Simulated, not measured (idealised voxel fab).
process module | voxel self aligned contacts
Each square cell in cross-section cut measures 5 nm, and the section as a whole is 170 nm wide.
A cross-section in this document is a grid of square cells, and it is written down as bands, the top band listed before the ones below it; a band is made up of one or more rows of cells.
Per band: top height and bottom height in nm, followed by the left-to-right materials and their widths in nm; "everywhere" marks a single material spanning edge to edge, "blank" marks empty space.
Ref level 0: as-received wafer is one material below here. Bottom band extends down with no lower bound ("0..down").
Width "30 to 40": first value at the band's top row of cells, second value at its bottom row, equal change from row to row.
For the purposes of this document, the phrase "everything unchanged" attached to a step denotes that no cell within the cross-section was modified by that step.
"Fully sealed cavities": empty spaces of 8 cells or more with no open way to the top, each given as width x height at distance, distance from the left edge, all in nm.
If you see something after the settings on a step's line, that's the simulator's own remark about that step.
Regarding "overlay nm": on a step with a mask, it is the distance the mask lay to the right of its planned place; a negative value places it to the left.
Process steps (planned):
step 1: RECEIVE,material Si
step 2: OXIDIZE,depth nm 5
step 3: DIRECTIONAL_DEP,material polySi,thk nm 30
step 4: DIRECTIONAL_DEP,material SiN,thk nm 25
step 5: DIRECTIONAL_DEP,material aC,thk nm 15
step 6: PATTERN,tone cover,mask id GATE,material resist,width nm 30,pitch nm 75,thk nm 35,overlay nm 0
step 7: DIRECTIONAL_ETCH,etch materials aC,depth nm 15
step 8: STRIP,etch materials resist
step 9: DIRECTIONAL_ETCH,etch materials SiN,depth nm 25
step 10: DIRECTIONAL_ETCH,etch materials polySi,depth nm 30
step 11: STRIP,etch materials aC
step 12: CONFORMAL_DEP,material SiN,thk nm 10
step 13: DIRECTIONAL_ETCH,etch materials SiN,depth nm 10
step 14: FILL_DEP,material SiO2,thk nm 15
step 15: CMP,height nm 60
step 16: MASKED_ETCH,tone open,mask id CONTACT,width nm 55,etch materials SiO2,depth nm 65,overlay nm 0
step 17: CONFORMAL_DEP,material TiN,thk nm 5
step 18: FILL_DEP,material W,thk nm 5
step 19: CMP,height nm 60
step 20: CONFORMAL_DEP,material SiN,thk nm 5
First of the two wafers, run per plan:
Wafer as received: cross-section following step 1:
	0..down | Si everywhere
	Fully sealed cavities: none
Wafer section view after processing step 2:
	0..-5 | SiO2 everywhere
	Under -5: no change, same as before.
Wafer section view after processing step 3:
	30..0 | polySi everywhere
	Under 0: no change, same as before.
Wafer section view after processing step 4:
	55..30 | SiN everywhere
	Under 30: no change, same as before.
Wafer section view after processing step 5:
	70..55 | aC everywhere
	Under 55: no change, same as before.
Wafer section view after processing step 6:
	105..70 | 30 blank, then 30 resist, then 45 blank, then 30 resist, then 35 blank
	Under 70: no change, same as before.
Wafer section view after processing step 7:
	90..70 | 30 blank, then 30 resist, then 45 blank, then 30 resist, then 35 blank
	70..55 | 30 blank, then 30 aC, then 45 blank, then 30 aC, then 35 blank
	Under 55: no change, same as before.
Wafer section view after processing step 8:
	70..55 | 30 blank, then 30 aC, then 45 blank, then 30 aC, then 35 blank
	Under 55: no change, same as before.
Wafer section view after processing step 9:
	70..55 | 30 blank, then 30 aC, then 45 blank, then 30 aC, then 35 blank
	55..30 | 30 blank, then 30 SiN, then 45 blank, then 30 SiN, then 35 blank
	Under 30: no change, same as before.
Wafer section view after processing step 10:
	70..55 | 30 blank, then 30 aC, then 45 blank, then 30 aC, then 35 blank
	55..30 | 30 blank, then 30 SiN, then 45 blank, then 30 SiN, then 35 blank
	30..0 | 30 blank, then 30 polySi, then 45 blank, then 30 polySi, then 35 blank
	Under 0: no change, same as before.
Wafer section view after processing step 11:
	55..30 | 30 blank, then 30 SiN, then 45 blank, then 30 SiN, then 35 blank
	Under 30: no change, same as before.
Wafer section view after processing step 12:
	65..30 | 20 blank, then 50 SiN, then 25 blank, then 50 SiN, then 25 blank
	30..10 | 20 blank, then 10 SiN, then 30 polySi, then 10 SiN, then 25 blank, then 10 SiN, then 30 polySi, then 10 SiN, then 25 blank
	10..0 | 30 SiN, then 30 polySi, then 45 SiN, then 30 polySi, then 35 SiN
	Under 0: no change, same as before.
Wafer section view after processing step 13:
	55..30 | 20 blank, then 50 SiN, then 25 blank, then 50 SiN, then 25 blank
	30..0 | 20 blank, then 10 SiN, then 30 polySi, then 10 SiN, then 25 blank, then 10 SiN, then 30 polySi, then 10 SiN, then 25 blank
	Under 0: no change, same as before.
Wafer section view after processing step 14:
	70..55 | SiO2 everywhere
	55..30 | 20 SiO2, then 50 SiN, then 25 SiO2, then 50 SiN, then 25 SiO2
	30..0 | 20 SiO2, then 10 SiN, then 30 polySi, then 10 SiN, then 25 SiO2, then 10 SiN, then 30 polySi, then 10 SiN, then 25 SiO2
	Under 0: no change, same as before.
Wafer section view after processing step 15:
	60..55 | SiO2 everywhere
	Under 55: no change, same as before.
Wafer section view after processing step 16:
	60..55 | 55 SiO2, then 55 blank, then 60 SiO2
	55..30 | 20 SiO2, then 50 SiN, then 25 blank, then 50 SiN, then 25 SiO2
	30..0 | 20 SiO2, then 10 SiN, then 30 polySi, then 10 SiN, then 25 blank, then 10 SiN, then 30 polySi, then 10 SiN, then 25 SiO2
	0..-5 | 70 SiO2, then 25 blank, then 75 SiO2
	Under -5: no change, same as before.
Wafer section view after processing step 17:
	65..60 | 60 TiN, then 45 blank, then 65 TiN
	60..55 | 55 SiO2, then 20 TiN, then 15 blank, then 20 TiN, then 60 SiO2
	55..30 | 20 SiO2, then 50 SiN, then 5 TiN, then 15 blank, then 5 TiN, then 50 SiN, then 25 SiO2
	30..0 | 20 SiO2, then 10 SiN, then 30 polySi, then 10 SiN, then 5 TiN, then 15 blank, then 5 TiN, then 10 SiN, then 30 polySi, then 10 SiN, then 25 SiO2
	0..-5 | 70 SiO2, then 25 TiN, then 75 SiO2
	Under -5: no change, same as before.
Wafer section view after processing step 18:
	70..65 | W everywhere
	65..60 | 60 TiN, then 45 W, then 65 TiN
	60..55 | 55 SiO2, then 20 TiN, then 15 W, then 20 TiN, then 60 SiO2
	55..30 | 20 SiO2, then 50 SiN, then 5 TiN, then 15 W, then 5 TiN, then 50 SiN, then 25 SiO2
	30..0 | 20 SiO2, then 10 SiN, then 30 polySi, then 10 SiN, then 5 TiN, then 15 W, then 5 TiN, then 10 SiN, then 30 polySi, then 10 SiN, then 25 SiO2
	Under 0: no change, same as before.
Wafer section view after processing step 19:
	60..55 | 55 SiO2, then 20 TiN, then 15 W, then 20 TiN, then 60 SiO2
	Under 55: no change, same as before.
Wafer section view after processing step 20:
	65..60 | SiN everywhere
	Under 60: no change, same as before.
Wafer two. Same start, same plan, one slip in execution. Same as wafer one through step 15, inclusive:
Here is the second wafer in cross-section at the point where step 16 of the plan should have been done:
	60..55 | 60 SiO2, then 50 blank, then 60 SiO2
	55..30 | 20 SiO2, then 50 SiN, then 25 blank, then 50 SiN, then 25 SiO2
	30..0 | 20 SiO2, then 10 SiN, then 30 polySi, then 10 SiN, then 25 blank, then 10 SiN, then 30 polySi, then 10 SiN, then 25 SiO2
	0..-5 | 70 SiO2, then 25 blank, then 75 SiO2
	Under -5: no change, same as before.
Here is the second wafer in cross-section at the point where step 17 of the plan should have been done:
	65..60 | 65 TiN, then 40 blank, then 65 TiN
	60..55 | 60 SiO2, then 15 TiN, then 15 blank, then 20 TiN, then 60 SiO2
	55..30 | 20 SiO2, then 50 SiN, then 5 TiN, then 15 blank, then 5 TiN, then 50 SiN, then 25 SiO2
	30..0 | 20 SiO2, then 10 SiN, then 30 polySi, then 10 SiN, then 5 TiN, then 15 blank, then 5 TiN, then 10 SiN, then 30 polySi, then 10 SiN, then 25 SiO2
	0..-5 | 70 SiO2, then 25 TiN, then 75 SiO2
	Under -5: no change, same as before.
Here is the second wafer in cross-section at the point where step 18 of the plan should have been done:
	70..65 | W everywhere
	65..60 | 65 TiN, then 40 W, then 65 TiN
	60..55 | 60 SiO2, then 15 TiN, then 15 W, then 20 TiN, then 60 SiO2
	55..30 | 20 SiO2, then 50 SiN, then 5 TiN, then 15 W, then 5 TiN, then 50 SiN, then 25 SiO2
	30..0 | 20 SiO2, then 10 SiN, then 30 polySi, then 10 SiN, then 5 TiN, then 15 W, then 5 TiN, then 10 SiN, then 30 polySi, then 10 SiN, then 25 SiO2
	Under 0: no change, same as before.
Here is the second wafer in cross-section at the point where step 19 of the plan should have been done:
	60..55 | 60 SiO2, then 15 TiN, then 15 W, then 20 TiN, then 60 SiO2
	Under 55: no change, same as before.
Here is the second wafer in cross-section at the point where step 20 of the plan should have been done:
	65..60 | SiN everywhere
	Under 60: no change, same as before.
Diagnosis: step 16: run off-plan, actual operation and settings MASKED_ETCH,tone open,mask id CONTACT,width nm 50,etch materials SiO2,depth nm 65,overlay nm 0
Bottom line after processing is that, in cells, the second wafer is up or down on some materials versus the first: SiO2 +1; TiN -1
